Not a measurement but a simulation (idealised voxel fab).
Documented hereafter: the process module known as voxel transistor to metal.
Section shown: cut. Width: 295 nm. Cell size: 5 nm, square.
Throughout this document, each cross-section is represented as a grid of square cells and is presented as a sequence of bands enumerated from the top downward, where a band comprises one or more rows of cells.
First you get the band's top height and its bottom height, in nm, and then the materials it's made of, left to right, with each width in nm. If you see a single material with "all across", that one covers the band edge to edge. "blank" is empty space.
Convention: height 0 is the level below which the wafer, as received, is all one material. The lowest band does not terminate at the bottom but continues downward, represented as "from 0 down".
The width entry "30..40" should be interpreted row by row: the top row of cells in the band takes the first number, the bottom row takes the second number, and the change between adjacent rows is uniform throughout.
Key: "nothing different" - step with no changed cell in the cross-section.
"Unvented cavities" specifies each empty space that is not open to the top and that occupies no fewer than 8 cells, using the form width x height at distance, the distance measured from the left edge and all three quantities in nm.
Whatever follows a step's settings on its line is a remark the simulator itself makes about that step.
overlay nm: for a step with a mask, the amount by which the mask lay right of where it was planned; a negative amount means left of it.
Pairs, read this way: before one process step on the one hand, after it on the other, the after cross-section ending at the lowest band that changed; the step between, settings included, beneath. Same starting wafer throughout, but possibly different runs of this module, so no pair continues from the pair above unless its entry headed "Pre-process state" says so.

-- Pre-process state
    from 85 to 55  35 nm SiO2, then 15 nm blank, then 110 nm SiO2, then 15 nm blank, then 120 nm SiO2
    from 55 to 50  35 nm SiCN, then 15 nm blank, then 110 nm SiCN, then 15 nm blank, then 120 nm SiCN
    from 50 to 30  35 nm SiO2, then 15 nm W, then 65 nm SiO2, then 15 nm W, then 30 nm SiO2, then 15 nm W, then 65 nm SiO2, then 15 nm W, then 40 nm SiO2
    from 30 to 25  35 nm SiO2, then 15 nm TiN, then 65 nm SiO2, then 15 nm TiN, then 30 nm SiO2, then 15 nm TiN, then 65 nm SiO2, then 15 nm TiN, then 40 nm SiO2
    from 25 to 15  35 nm SiO2, then 5 nm TiN, then 5 nm W, then 5 nm TiN, then 65 nm SiO2, then 5 nm TiN, then 5 nm W, then 5 nm TiN, then 30 nm SiO2, then 5 nm TiN, then 5 nm W, then 5 nm TiN, then 65 nm SiO2, then 5 nm TiN, then 5 nm W, then 5 nm TiN, then 40 nm SiO2
    from 15 to 10  35 nm SiO2, then 5 nm TiN, then 5 nm W, then 5 nm TiN, then 5 nm SiO2, then 10 nm SiN, then 5 nm HfO2, then 5 nm TiN, then 15 nm W, then 5 nm TiN, then 5 nm HfO2, then 10 nm SiN, then 5 nm SiO2, then 5 nm TiN, then 5 nm W, then 5 nm TiN, then 30 nm SiO2, then 5 nm TiN, then 5 nm W, then 5 nm TiN, then 5 nm SiO2, then 10 nm SiN, then 5 nm HfO2, then 5 nm TiN, then 15 nm W, then 5 nm TiN, then 5 nm HfO2, then 10 nm SiN, then 5 nm SiO2, then 5 nm TiN, then 5 nm W, then 5 nm TiN, then 40 nm SiO2
    from 10 to 5  35 nm SiO2, then 15 nm TiN, then 5 nm SiO2, then 10 nm SiN, then 5 nm HfO2, then 5 nm TiN, then 15 nm W, then 5 nm TiN, then 5 nm HfO2, then 10 nm SiN, then 5 nm SiO2, then 15 nm TiN, then 30 nm SiO2, then 15 nm TiN, then 5 nm SiO2, then 10 nm SiN, then 5 nm HfO2, then 5 nm TiN, then 15 nm W, then 5 nm TiN, then 5 nm HfO2, then 10 nm SiN, then 5 nm SiO2, then 15 nm TiN, then 40 nm SiO2
    from 5 to 0  35 nm SiO2, then 5 nm TiN, then 15 nm nSi, then 10 nm SiN, then 5 nm HfO2, then 5 nm TiN, then 15 nm W, then 5 nm TiN, then 5 nm HfO2, then 10 nm SiN, then 15 nm nSi, then 5 nm TiN, then 30 nm SiO2, then 5 nm TiN, then 15 nm nSi, then 10 nm SiN, then 5 nm HfO2, then 5 nm TiN, then 15 nm W, then 5 nm TiN, then 5 nm HfO2, then 10 nm SiN, then 15 nm nSi, then 5 nm TiN, then 40 nm SiO2
    from 0 to -5  15 nm SiO2, then 10 nm SiN, then 10 nm SiO2, then 5 nm TiN, then 15 nm nSi, then 10 nm SiN, then 5 nm HfO2, then 25 nm TiN, then 5 nm HfO2, then 10 nm SiN, then 10 nm nSi, then 10 nm SiN, then 10 nm SiO2, then 10 nm SiN, then 10 nm SiO2, then 5 nm TiN, then 15 nm nSi, then 10 nm SiN, then 5 nm HfO2, then 25 nm TiN, then 5 nm HfO2, then 10 nm SiN, then 10 nm nSi, then 10 nm SiN, then 40 nm SiO2
    from -5 to -10  25 nm SiO2, then 30 nm nSi, then 5 nm SiO2, then 45 nm HfO2, then 5 nm SiO2, then 10 nm nSi, then 30 nm SiO2, then 30 nm nSi, then 5 nm SiO2, then 45 nm HfO2, then 5 nm SiO2, then 10 nm nSi, then 50 nm SiO2
    from -10 to -20  25 nm SiO2, then 30 nm nSi, then 55 nm Si, then 10 nm nSi, then 10 nm Si, then 20 nm SiO2, then 30 nm nSi, then 55 nm Si, then 10 nm nSi, then 10 nm Si, then 40 nm SiO2
    from -20 to -45  25 nm SiO2, then 105 nm Si, then 20 nm SiO2, then 105 nm Si, then 40 nm SiO2
    from -45 down  Si all across
    Unvented cavities: none

-- Sectional Result
    from 90 to 85  40 nm TiN, then 5 nm blank, then 120 nm TiN, then 5 nm blank, then 125 nm TiN
    from 85 to 55  35 nm SiO2, then 5 nm TiN, then 5 nm blank, then 5 nm TiN, then 110 nm SiO2, then 5 nm TiN, then 5 nm blank, then 5 nm TiN, then 120 nm SiO2
    from 55 to 50  35 nm SiCN, then 15 nm TiN, then 110 nm SiCN, then 15 nm TiN, then 120 nm SiCN
    Beneath the level 50, the cross-section is identical to its previous state.
    Unvented cavities: none
Transition step, before and after shown above: CONFORMAL_DEP (material TiN; thk nm 5)

Pre-process state: The structure entering this step is exactly what the pair just above shows after its step.

-- Sectional Result
    from 100 to 90  Ru all across
    from 90 to 85  40 nm TiN, then 5 nm Ru, then 120 nm TiN, then 5 nm Ru, then 125 nm TiN
    from 85 to 55  35 nm SiO2, then 5 nm TiN, then 5 nm Ru, then 5 nm TiN, then 110 nm SiO2, then 5 nm TiN, then 5 nm Ru, then 5 nm TiN, then 120 nm SiO2
    Beneath the level 55, the cross-section is identical to its previous state.
    Unvented cavities: none
Transition step, before and after shown above: FILL_DEP (material Ru; thk nm 10)

Pre-process state: The structure entering this step is exactly what the pair just above shows after its step.

-- Sectional Result
    from 85 to 55  35 nm SiO2, then 5 nm TiN, then 5 nm Ru, then 5 nm TiN, then 110 nm SiO2, then 5 nm TiN, then 5 nm Ru, then 5 nm TiN, then 120 nm SiO2
    Beneath the level 55, the cross-section is identical to its previous state.
    Unvented cavities: none
Transition step, before and after shown above: CMP (height nm 85)

Pre-process state: The structure entering this step is exactly what the pair just above shows after its step.

-- Sectional Result
    from 90 to 85  SiN all across
    Beneath the level 85, the cross-section is identical to its previous state.
    Unvented cavities: none
Transition step, before and after shown above: CONFORMAL_DEP (material SiN; thk nm 5)

-- Pre-process state
    from 0 to -5  25 nm SiO2, then 115 nm blank, then 10 nm SiO2, then 115 nm blank, then 30 nm SiO2
    from -5 to -10  SiO2 all across
    from -10 to -45  35 nm SiO2, then 95 nm Si, then 30 nm SiO2, then 95 nm Si, then 40 nm SiO2
    from -45 down  Si all across
    Unvented cavities: none

-- Sectional Result
    from 25 to 20  25 nm SiO2, then 115 nm blank, then 10 nm SiO2, then 115 nm blank, then 30 nm SiO2
    from 20 to -10  SiO2 all across
    Beneath the level -10, the cross-section is identical to its previous state.
    Unvented cavities: none
Transition step, before and after shown above: DIRECTIONAL_DEP (material SiO2; thk nm 25)

Pre-process state: The structure entering this step is exactly what the pair just above shows after its step.

-- Sectional Result
    from 35 to 30  25 nm SiCN, then 115 nm blank, then 10 nm SiCN, then 115 nm blank, then 30 nm SiCN
    from 30 to 25  SiCN all across
    from 25 to 20  25 nm SiO2, then 115 nm SiCN, then 10 nm SiO2, then 115 nm SiCN, then 30 nm SiO2
    Beneath the level 20, the cross-section is identical to its previous state.
    Unvented cavities: none
Transition step, before and after shown above: DIRECTIONAL_DEP (material SiCN; thk nm 10)

Pre-process state: The structure entering this step is exactly what the pair just above shows after its step.

-- Sectional Result
    from 45 to 40  25 nm aC, then 115 nm blank, then 10 nm aC, then 115 nm blank, then 30 nm aC
    from 40 to 35  aC all across
    from 35 to 30  25 nm SiCN, then 115 nm aC, then 10 nm SiCN, then 115 nm aC, then 30 nm SiCN
    Beneath the level 30, the cross-section is identical to its previous state.
    Unvented cavities: none
Transition step, before and after shown above: DIRECTIONAL_DEP (material aC; thk nm 10)

Pre-process state: The structure entering this step is exactly what the pair just above shows after its step.

-- Sectional Result
    from 70 to 45  65 nm blank, then 35 nm resist, then 90 nm blank, then 35 nm resist, then 70 nm blank
    from 45 to 40  25 nm aC, then 40 nm blank, then 35 nm resist, then 40 nm blank, then 10 nm aC, then 40 nm blank, then 35 nm resist, then 40 nm blank, then 30 nm aC
    Beneath the level 40, the cross-section is identical to its previous state.
    Unvented cavities: none
Transition step, before and after shown above: PATTERN (tone cover; mask id GATE; material resist; width nm 35; pitch nm 125; thk nm 25; overlay nm 0)

Pre-process state: The structure entering this step is exactly what the pair just above shows after its step.

-- Sectional Result
    from 60 to 40  65 nm blank, then 35 nm resist, then 90 nm blank, then 35 nm resist, then 70 nm blank
    from 40 to 35  65 nm blank, then 35 nm aC, then 90 nm blank, then 35 nm aC, then 70 nm blank
    from 35 to 30  25 nm SiCN, then 40 nm blank, then 35 nm aC, then 40 nm blank, then 10 nm SiCN, then 40 nm blank, then 35 nm aC, then 40 nm blank, then 30 nm SiCN
    Beneath the level 30, the cross-section is identical to its previous state.
    Unvented cavities: none
Transition step, before and after shown above: DIRECTIONAL_ETCH (etch materials aC; depth nm 10)

Pre-process state: The structure entering this step is exactly what the pair just above shows after its step.

-- Sectional Result
    from 40 to 35  65 nm blank, then 35 nm aC, then 90 nm blank, then 35 nm aC, then 70 nm blank
    Beneath the level 35, the cross-section is identical to its previous state.
    Unvented cavities: none
Transition step, before and after shown above: STRIP (etch materials resist)

Pre-process state: The structure entering this step is exactly what the pair just above shows after its step.

-- Sectional Result
    from 40 to 30  65 nm blank, then 35 nm aC, then 90 nm blank, then 35 nm aC, then 70 nm blank
    from 30 to 25  65 nm blank, then 35 nm SiCN, then 90 nm blank, then 35 nm SiCN, then 70 nm blank
    from 25 to 20  25 nm SiO2, then 40 nm blank, then 35 nm SiCN, then 40 nm blank, then 10 nm SiO2, then 40 nm blank, then 35 nm SiCN, then 40 nm blank, then 30 nm SiO2
    Beneath the level 20, the cross-section is identical to its previous state.
    Unvented cavities: none
Transition step, before and after shown above: DIRECTIONAL_ETCH (etch materials SiCN; depth nm 20)

Pre-process state: The structure entering this step is exactly what the pair just above shows after its step.

-- Sectional Result
    from 30 to 25  65 nm blank, then 35 nm SiCN, then 90 nm blank, then 35 nm SiCN, then 70 nm blank
    Beneath the level 25, the cross-section is identical to its previous state.
    Unvented cavities: none
Transition step, before and after shown above: STRIP (etch materials aC)

Pre-process state: The structure entering this step is exactly what the pair just above shows after its step.

-- Sectional Result
    from 40 to 35  55 nm blank, then 55 nm SiN, then 70 nm blank, then 55 nm SiN, then 60 nm blank
    from 35 to 30  35 nm SiN, then 20 nm blank, then 55 nm SiN, then 20 nm blank, then 30 nm SiN, then 20 nm blank, then 55 nm SiN, then 20 nm blank, then 40 nm SiN
    from 30 to 25  65 nm SiN, then 35 nm SiCN, then 90 nm SiN, then 35 nm SiCN, then 70 nm SiN
    from 25 to 20  25 nm SiO2, then 40 nm SiN, then 35 nm SiCN, then 40 nm SiN, then 10 nm SiO2, then 40 nm SiN, then 35 nm SiCN, then 40 nm SiN, then 30 nm SiO2
    Beneath the level 20, the cross-section is identical to its previous state.
    Unvented cavities: none
Transition step, before and after shown above: CONFORMAL_DEP (material SiN; thk nm 10)

Pre-process state: The structure entering this step is exactly what the pair just above shows after its step.

-- Sectional Result
    from 30 to 25  55 nm blank, then 10 nm SiN, then 35 nm SiCN, then 10 nm SiN, then 70 nm blank, then 10 nm SiN, then 35 nm SiCN, then 10 nm SiN, then 60 nm blank
    from 25 to 20  25 nm SiO2, then 10 nm SiN, then 20 nm blank, then 10 nm SiN, then 35 nm SiCN, then 10 nm SiN, then 20 nm blank, then 10 nm SiN, then 10 nm SiO2, then 10 nm SiN, then 20 nm blank, then 10 nm SiN, then 35 nm SiCN, then 10 nm SiN, then 20 nm blank, then 10 nm SiN, then 30 nm SiO2
    Beneath the level 20, the cross-section is identical to its previous state.
    Unvented cavities: none
Transition step, before and after shown above: DIRECTIONAL_ETCH (etch materials SiN; depth nm 10)

Pre-process state: The structure entering this step is exactly what the pair just above shows after its step.

-- Sectional Result
    from 30 to 25  55 nm blank, then 10 nm SiN, then 35 nm SiCN, then 10 nm SiN, then 70 nm blank, then 10 nm SiN, then 35 nm SiCN, then 10 nm SiN, then 60 nm blank
    from 25 to 20  25 nm blank, then 10 nm SiN, then 20 nm blank, then 10 nm SiN, then 35 nm SiCN, then 10 nm SiN, then 20 nm blank, then 10 nm SiN, then 10 nm blank, then 10 nm SiN, then 20 nm blank, then 10 nm SiN, then 35 nm SiCN, then 10 nm SiN, then 20 nm blank, then 10 nm SiN, then 30 nm blank
    from 20 to 15  35 nm SiO2, then 20 nm blank, then 55 nm SiO2, then 20 nm blank, then 30 nm SiO2, then 20 nm blank, then 55 nm SiO2, then 20 nm blank, then 40 nm SiO2
    Beneath the level 15, the cross-section is identical to its previous state.
    Unvented cavities: none
Transition step, before and after shown above: DIRECTIONAL_ETCH (etch materials SiO2; depth nm 5)

Pre-process state: The structure entering this step is exactly what the pair just above shows after its step.

-- Sectional Result
    from 35 to 30  SiO2 all across
    from 30 to 25  55 nm SiO2, then 10 nm SiN, then 35 nm SiCN, then 10 nm SiN, then 70 nm SiO2, then 10 nm SiN, then 35 nm SiCN, then 10 nm SiN, then 60 nm SiO2
    from 25 to 20  25 nm SiO2, then 10 nm SiN, then 20 nm SiO2, then 10 nm SiN, then 35 nm SiCN, then 10 nm SiN, then 20 nm SiO2, then 10 nm SiN, then 10 nm SiO2, then 10 nm SiN, then 20 nm SiO2, then 10 nm SiN, then 35 nm SiCN, then 10 nm SiN, then 20 nm SiO2, then 10 nm SiN, then 30 nm SiO2
    from 20 to -10  SiO2 all across
    Beneath the level -10, the cross-section is identical to its previous state.
    Unvented cavities: none
Transition step, before and after shown above: FILL_DEP (material SiO2; thk nm 5)

Pre-process state: The structure entering this step is exactly what the pair just above shows after its step.

-- Sectional Result
    from 20 to -10  SiO2 all across
    Beneath the level -10, the cross-section is identical to its previous state.
    Unvented cavities: none
Transition step, before and after shown above: CMP (height nm 20)

Pre-process state: The structure entering this step is exactly what the pair just above shows after its step.

-- Sectional Result
    from 15 to -10  SiO2 all across
    Beneath the level -10, the cross-section is identical to its previous state.
    Unvented cavities: none
Transition step, before and after shown above: SELECTIVE_ETCH (etch materials SiO2; depth nm 5)

Pre-process state: The structure entering this step is exactly what the pair just above shows after its step.

-- Sectional Result
    from 20 to 15  HfO2 all across
    Beneath the level 15, the cross-section is identical to its previous state.
    Unvented cavities: none
Transition step, before and after shown above: CONFORMAL_DEP (material HfO2; thk nm 5)

Pre-process state: The structure entering this step is exactly what the pair just above shows after its step.

-- Sectional Result
    from 25 to 20  TiN all across
    Beneath the level 20, the cross-section is identical to its previous state.
    Unvented cavities: none
Transition step, before and after shown above: CONFORMAL_DEP (material TiN; thk nm 5)

Pre-process state: The structure entering this step is exactly what the pair just above shows after its step.

-- Sectional Result
    from 30 to 25  W all across
    Beneath the level 25, the cross-section is identical to its previous state.
    Unvented cavities: none
Transition step, before and after shown above: FILL_DEP (material W; thk nm 5)

Pre-process state: The structure entering this step is exactly what the pair just above shows after its step.

-- Sectional Result
    from 15 to -10  SiO2 all across
    Beneath the level -10, the cross-section is identical to its previous state.
    Unvented cavities: none
Transition step, before and after shown above: CMP (height nm 15)

Pre-process state: The structure entering this step is exactly what the pair just above shows after its step.

-- Sectional Result
    from 25 to -10  SiO2 all across
    Beneath the level -10, the cross-section is identical to its previous state.
    Unvented cavities: none
Transition step, before and after shown above: DIRECTIONAL_DEP (material SiO2; thk nm 10)

Pre-process state: The structure entering this step is exactly what the pair just above shows after its step.

-- Sectional Result
    from 40 to 25  aC all across
    Beneath the level 25, the cross-section is identical to its previous state.
    Unvented cavities: none
Transition step, before and after shown above: DIRECTIONAL_DEP (material aC; thk nm 15)

Pre-process state: The structure entering this step is exactly what the pair just above shows after its step.

-- Sectional Result
    from 75 to 40  35 nm resist, then 15 nm blank, then 65 nm resist, then 15 nm blank, then 30 nm resist, then 15 nm blank, then 65 nm resist, then 15 nm blank, then 40 nm resist
    Beneath the level 40, the cross-section is identical to its previous state.
    Unvented cavities: none
Transition step, before and after shown above: PATTERN (tone open; mask id CONTACT; material resist; width nm 15; thk nm 35; overlay nm 0)

Pre-process state: The structure entering this step is exactly what the pair just above shows after its step.

-- Sectional Result
    from 60 to 40  35 nm resist, then 15 nm blank, then 65 nm resist, then 15 nm blank, then 30 nm resist, then 15 nm blank, then 65 nm resist, then 15 nm blank, then 40 nm resist
    from 40 to 25  35 nm aC, then 15 nm blank, then 65 nm aC, then 15 nm blank, then 30 nm aC, then 15 nm blank, then 65 nm aC, then 15 nm blank, then 40 nm aC
    Beneath the level 25, the cross-section is identical to its previous state.
    Unvented cavities: none
Transition step, before and after shown above: DIRECTIONAL_ETCH (etch materials aC; depth nm 15)

Pre-process state: The structure entering this step is exactly what the pair just above shows after its step.

-- Sectional Result
    from 40 to 25  35 nm aC, then 15 nm blank, then 65 nm aC, then 15 nm blank, then 30 nm aC, then 15 nm blank, then 65 nm aC, then 15 nm blank, then 40 nm aC
    Beneath the level 25, the cross-section is identical to its previous state.
    Unvented cavities: none
Transition step, before and after shown above: STRIP (etch materials resist)

Pre-process state: The structure entering this step is exactly what the pair just above shows after its step.

-- Sectional Result
    from 40 to 25  35 nm aC, then 15 nm blank, then 65 nm aC, then 15 nm blank, then 30 nm aC, then 15 nm blank, then 65 nm aC, then 15 nm blank, then 40 nm aC
    from 25 to -5  35 nm SiO2, then 15 nm blank, then 65 nm SiO2, then 15 nm blank, then 30 nm SiO2, then 15 nm blank, then 65 nm SiO2, then 15 nm blank, then 40 nm SiO2
    Beneath the level -5, the cross-section is identical to its previous state.
    Unvented cavities: none
Transition step, before and after shown above: DIRECTIONAL_ETCH (etch materials SiO2; depth nm 30)

Pre-process state: The structure entering this step is exactly what the pair just above shows after its step.

-- Sectional Result
    from 25 to -5  35 nm SiO2, then 15 nm blank, then 65 nm SiO2, then 15 nm blank, then 30 nm SiO2, then 15 nm blank, then 65 nm SiO2, then 15 nm blank, then 40 nm SiO2
    Beneath the level -5, the cross-section is identical to its previous state.
    Unvented cavities: none
Transition step, before and after shown above: STRIP (etch materials aC)

Pre-process state: The structure entering this step is exactly what the pair just above shows after its step.

-- Sectional Result
    from 30 to 25  40 nm TiN, then 5 nm blank, then 75 nm TiN, then 5 nm blank, then 40 nm TiN, then 5 nm blank, then 75 nm TiN, then 5 nm blank, then 45 nm TiN
    from 25 to 0  35 nm SiO2, then 5 nm TiN, then 5 nm blank, then 5 nm TiN, then 65 nm SiO2, then 5 nm TiN, then 5 nm blank, then 5 nm TiN, then 30 nm SiO2, then 5 nm TiN, then 5 nm blank, then 5 nm TiN, then 65 nm SiO2, then 5 nm TiN, then 5 nm blank, then 5 nm TiN, then 40 nm SiO2
    from 0 to -5  35 nm SiO2, then 15 nm TiN, then 65 nm SiO2, then 15 nm TiN, then 30 nm SiO2, then 15 nm TiN, then 65 nm SiO2, then 15 nm TiN, then 40 nm SiO2
    Beneath the level -5, the cross-section is identical to its previous state.
    Unvented cavities: none
Transition step, before and after shown above: CONFORMAL_DEP (material TiN; thk nm 5)

Pre-process state: The structure entering this step is exactly what the pair just above shows after its step.

-- Sectional Result
    from 40 to 30  W all across
    from 30 to 25  40 nm TiN, then 5 nm W, then 75 nm TiN, then 5 nm W, then 40 nm TiN, then 5 nm W, then 75 nm TiN, then 5 nm W, then 45 nm TiN
    from 25 to 0  35 nm SiO2, then 5 nm TiN, then 5 nm W, then 5 nm TiN, then 65 nm SiO2, then 5 nm TiN, then 5 nm W, then 5 nm TiN, then 30 nm SiO2, then 5 nm TiN, then 5 nm W, then 5 nm TiN, then 65 nm SiO2, then 5 nm TiN, then 5 nm W, then 5 nm TiN, then 40 nm SiO2
    Beneath the level 0, the cross-section is identical to its previous state.
    Unvented cavities: none
Transition step, before and after shown above: FILL_DEP (material W; thk nm 10)

Pre-process state: The structure entering this step is exactly what the pair just above shows after its step.

-- Sectional Result
    from 25 to 0  35 nm SiO2, then 5 nm TiN, then 5 nm W, then 5 nm TiN, then 65 nm SiO2, then 5 nm TiN, then 5 nm W, then 5 nm TiN, then 30 nm SiO2, then 5 nm TiN, then 5 nm W, then 5 nm TiN, then 65 nm SiO2, then 5 nm TiN, then 5 nm W, then 5 nm TiN, then 40 nm SiO2
    Beneath the level 0, the cross-section is identical to its previous state.
    Unvented cavities: none
Transition step, before and after shown above: CMP (height nm 25)

Pre-process state: The structure entering this step is exactly what the pair just above shows after its step.

-- Sectional Result
    from 30 to 25  TiN all across
    Beneath the level 25, the cross-section is identical to its previous state.
    Unvented cavities: none
Transition step, before and after shown above: DIRECTIONAL_DEP (material TiN; thk nm 5)

Pre-process state: The structure entering this step is exactly what the pair just above shows after its step.

-- Sectional Result
    from 50 to 30  W all across
    Beneath the level 30, the cross-section is identical to its previous state.
    Unvented cavities: none
Transition step, before and after shown above: DIRECTIONAL_DEP (material W; thk nm 20)

Pre-process state: The structure entering this step is exactly what the pair just above shows after its step.

-- Sectional Result
    from 60 to 50  aC all across
    Beneath the level 50, the cross-section is identical to its previous state.
    Unvented cavities: none
Transition step, before and after shown above: DIRECTIONAL_DEP (material aC; thk nm 10)

Pre-process state: The structure entering this step is exactly what the pair just above shows after its step.

-- Sectional Result
    from 85 to 60  35 nm blank, then 15 nm resist, then 65 nm blank, then 15 nm resist, then 30 nm blank, then 15 nm resist, then 65 nm blank, then 15 nm resist, then 40 nm blank
    Beneath the level 60, the cross-section is identical to its previous state.
    Unvented cavities: none
Transition step, before and after shown above: PATTERN (tone cover; mask id METAL_1; material resist; width nm 15; thk nm 25; overlay nm 0)

Pre-process state: The structure entering this step is exactly what the pair just above shows after its step.

-- Sectional Result
    from 75 to 60  35 nm blank, then 15 nm resist, then 65 nm blank, then 15 nm resist, then 30 nm blank, then 15 nm resist, then 65 nm blank, then 15 nm resist, then 40 nm blank
    from 60 to 50  35 nm blank, then 15 nm aC, then 65 nm blank, then 15 nm aC, then 30 nm blank, then 15 nm aC, then 65 nm blank, then 15 nm aC, then 40 nm blank
    Beneath the level 50, the cross-section is identical to its previous state.
    Unvented cavities: none
Transition step, before and after shown above: DIRECTIONAL_ETCH (etch materials aC; depth nm 10)

Pre-process state: The structure entering this step is exactly what the pair just above shows after its step.

-- Sectional Result
    from 60 to 50  35 nm blank, then 15 nm aC, then 65 nm blank, then 15 nm aC, then 30 nm blank, then 15 nm aC, then 65 nm blank, then 15 nm aC, then 40 nm blank
    Beneath the level 50, the cross-section is identical to its previous state.
    Unvented cavities: none
Transition step, before and after shown above: STRIP (etch materials resist)

Pre-process state: The structure entering this step is exactly what the pair just above shows after its step.

-- Sectional Result
    from 60 to 50  35 nm blank, then 15 nm aC, then 65 nm blank, then 15 nm aC, then 30 nm blank, then 15 nm aC, then 65 nm blank, then 15 nm aC, then 40 nm blank
    from 50 to 30  35 nm blank, then 15 nm W, then 65 nm blank, then 15 nm W, then 30 nm blank, then 15 nm W, then 65 nm blank, then 15 nm W, then 40 nm blank
    Beneath the level 30, the cross-section is identical to its previous state.
    Unvented cavities: none
Transition step, before and after shown above: DIRECTIONAL_ETCH (etch materials W; depth nm 20)

Pre-process state: The structure entering this step is exactly what the pair just above shows after its step.

-- Sectional Result
    from 60 to 50  35 nm blank, then 15 nm aC, then 65 nm blank, then 15 nm aC, then 30 nm blank, then 15 nm aC, then 65 nm blank, then 15 nm aC, then 40 nm blank
    from 50 to 30  35 nm blank, then 15 nm W, then 65 nm blank, then 15 nm W, then 30 nm blank, then 15 nm W, then 65 nm blank, then 15 nm W, then 40 nm blank
    from 30 to 25  35 nm blank, then 15 nm TiN, then 65 nm blank, then 15 nm TiN, then 30 nm blank, then 15 nm TiN, then 65 nm blank, then 15 nm TiN, then 40 nm blank
    Beneath the level 25, the cross-section is identical to its previous state.
    Unvented cavities: none
Transition step, before and after shown above: DIRECTIONAL_ETCH (etch materials TiN; depth nm 5)

Pre-process state: The structure entering this step is exactly what the pair just above shows after its step.

-- Sectional Result
    from 50 to 30  35 nm blank, then 15 nm W, then 65 nm blank, then 15 nm W, then 30 nm blank, then 15 nm W, then 65 nm blank, then 15 nm W, then 40 nm blank
    Beneath the level 30, the cross-section is identical to its previous state.
    Unvented cavities: none
Transition step, before and after shown above: STRIP (etch materials aC)

Pre-process state: The structure entering this step is exactly what the pair just above shows after its step.

-- Sectional Result
    from 55 to 50  SiO2 all across
    from 50 to 30  35 nm SiO2, then 15 nm W, then 65 nm SiO2, then 15 nm W, then 30 nm SiO2, then 15 nm W, then 65 nm SiO2, then 15 nm W, then 40 nm SiO2
    from 30 to 25  35 nm SiO2, then 15 nm TiN, then 65 nm SiO2, then 15 nm TiN, then 30 nm SiO2, then 15 nm TiN, then 65 nm SiO2, then 15 nm TiN, then 40 nm SiO2
    Beneath the level 25, the cross-section is identical to its previous state.
    Unvented cavities: none
Transition step, before and after shown above: FILL_DEP (material SiO2; thk nm 5)

Pre-process state: The structure entering this step is exactly what the pair just above shows after its step.

-- Sectional Result
    from 50 to 30  35 nm SiO2, then 15 nm W, then 65 nm SiO2, then 15 nm W, then 30 nm SiO2, then 15 nm W, then 65 nm SiO2, then 15 nm W, then 40 nm SiO2
    Beneath the level 30, the cross-section is identical to its previous state.
    Unvented cavities: none
Transition step, before and after shown above: CMP (height nm 50)

Pre-process state: The structure entering this step is exactly what the pair just above shows after its step.

-- Sectional Result
    from 55 to 50  SiCN all across
    Beneath the level 50, the cross-section is identical to its previous state.
    Unvented cavities: none
Transition step, before and after shown above: CONFORMAL_DEP (material SiCN; thk nm 5)

Pre-process state: The structure entering this step is exactly what the pair just above shows after its step.

-- Sectional Result
    from 85 to 55  SiO2 all across
    Beneath the level 55, the cross-section is identical to its previous state.
    Unvented cavities: none
Transition step, before and after shown above: DIRECTIONAL_DEP (material SiO2; thk nm 30)

Pre-process state: The structure entering this step is exactly what the pair just above shows after its step.

-- Sectional Result
    from 95 to 85  aC all across
    Beneath the level 85, the cross-section is identical to its previous state.
    Unvented cavities: none
Transition step, before and after shown above: DIRECTIONAL_DEP (material aC; thk nm 10)

Pre-process state: The structure entering this step is exactly what the pair just above shows after its step.

-- Sectional Result
    from 125 to 95  35 nm resist, then 15 nm blank, then 110 nm resist, then 15 nm blank, then 120 nm resist
    Beneath the level 95, the cross-section is identical to its previous state.
    Unvented cavities: none
Transition step, before and after shown above: PATTERN (tone open; mask id METAL_2; material resist; width nm 15; pitch nm 125; thk nm 30; overlay nm 0)

Pre-process state: The structure entering this step is exactly what the pair just above shows after its step.

-- Sectional Result
    from 115 to 95  35 nm resist, then 15 nm blank, then 110 nm resist, then 15 nm blank, then 120 nm resist
    from 95 to 85  35 nm aC, then 15 nm blank, then 110 nm aC, then 15 nm blank, then 120 nm aC
    Beneath the level 85, the cross-section is identical to its previous state.
    Unvented cavities: none
Transition step, before and after shown above: DIRECTIONAL_ETCH (etch materials aC; depth nm 10)

Pre-process state: The structure entering this step is exactly what the pair just above shows after its step.

-- Sectional Result
    from 95 to 85  35 nm aC, then 15 nm blank, then 110 nm aC, then 15 nm blank, then 120 nm aC
    Beneath the level 85, the cross-section is identical to its previous state.
    Unvented cavities: none
Transition step, before and after shown above: STRIP (etch materials resist)

Pre-process state: The structure entering this step is exactly what the pair just above shows after its step.

-- Sectional Result
    from 95 to 85  35 nm aC, then 15 nm blank, then 110 nm aC, then 15 nm blank, then 120 nm aC
    from 85 to 65  35 nm SiO2, then 15 nm blank, then 110 nm SiO2, then 15 nm blank, then 120 nm SiO2
    Beneath the level 65, the cross-section is identical to its previous state.
    Unvented cavities: none
Transition step, before and after shown above: DIRECTIONAL_ETCH (etch materials SiO2; depth nm 20)

Pre-process state: The structure entering this step is exactly what the pair just above shows after its step.

-- Sectional Result
    from 85 to 65  35 nm SiO2, then 15 nm blank, then 110 nm SiO2, then 15 nm blank, then 120 nm SiO2
    Beneath the level 65, the cross-section is identical to its previous state.
    Unvented cavities: none
Transition step, before and after shown above: STRIP (etch materials aC)

Pre-process state: The structure entering this step is exactly what the pair just above shows after its step.

-- Sectional Result
    from 100 to 85  35 nm aC, then 15 nm blank, then 110 nm aC, then 15 nm blank, then 120 nm aC
    from 85 to 80  35 nm SiO2, then 15 nm blank, then 110 nm SiO2, then 15 nm blank, then 120 nm SiO2
    from 80 to 65  35 nm SiO2, then 15 nm aC, then 110 nm SiO2, then 15 nm aC, then 120 nm SiO2
    Beneath the level 65, the cross-section is identical to its previous state.
    Unvented cavities: none
Transition step, before and after shown above: DIRECTIONAL_DEP (material aC; thk nm 15)

Pre-process state: The structure entering this step is exactly what the pair just above shows after its step.

-- Sectional Result
    from 130 to 100  35 nm resist, then 15 nm blank, then 110 nm resist, then 15 nm blank, then 120 nm resist
    Beneath the level 100, the cross-section is identical to its previous state.
    Unvented cavities: none
Transition step, before and after shown above: PATTERN (tone open; mask id METAL_2_HOLES; material resist; width nm 15; pitch nm 125; thk nm 30; overlay nm 0)

Pre-process state: The structure entering this step is exactly what the pair just above shows after its step.

-- Sectional Result
    from 115 to 100  35 nm resist, then 15 nm blank, then 110 nm resist, then 15 nm blank, then 120 nm resist
    from 100 to 85  35 nm aC, then 15 nm blank, then 110 nm aC, then 15 nm blank, then 120 nm aC
    from 85 to 65  35 nm SiO2, then 15 nm blank, then 110 nm SiO2, then 15 nm blank, then 120 nm SiO2
    Beneath the level 65, the cross-section is identical to its previous state.
    Unvented cavities: none
Transition step, before and after shown above: DIRECTIONAL_ETCH (etch materials aC; depth nm 15)
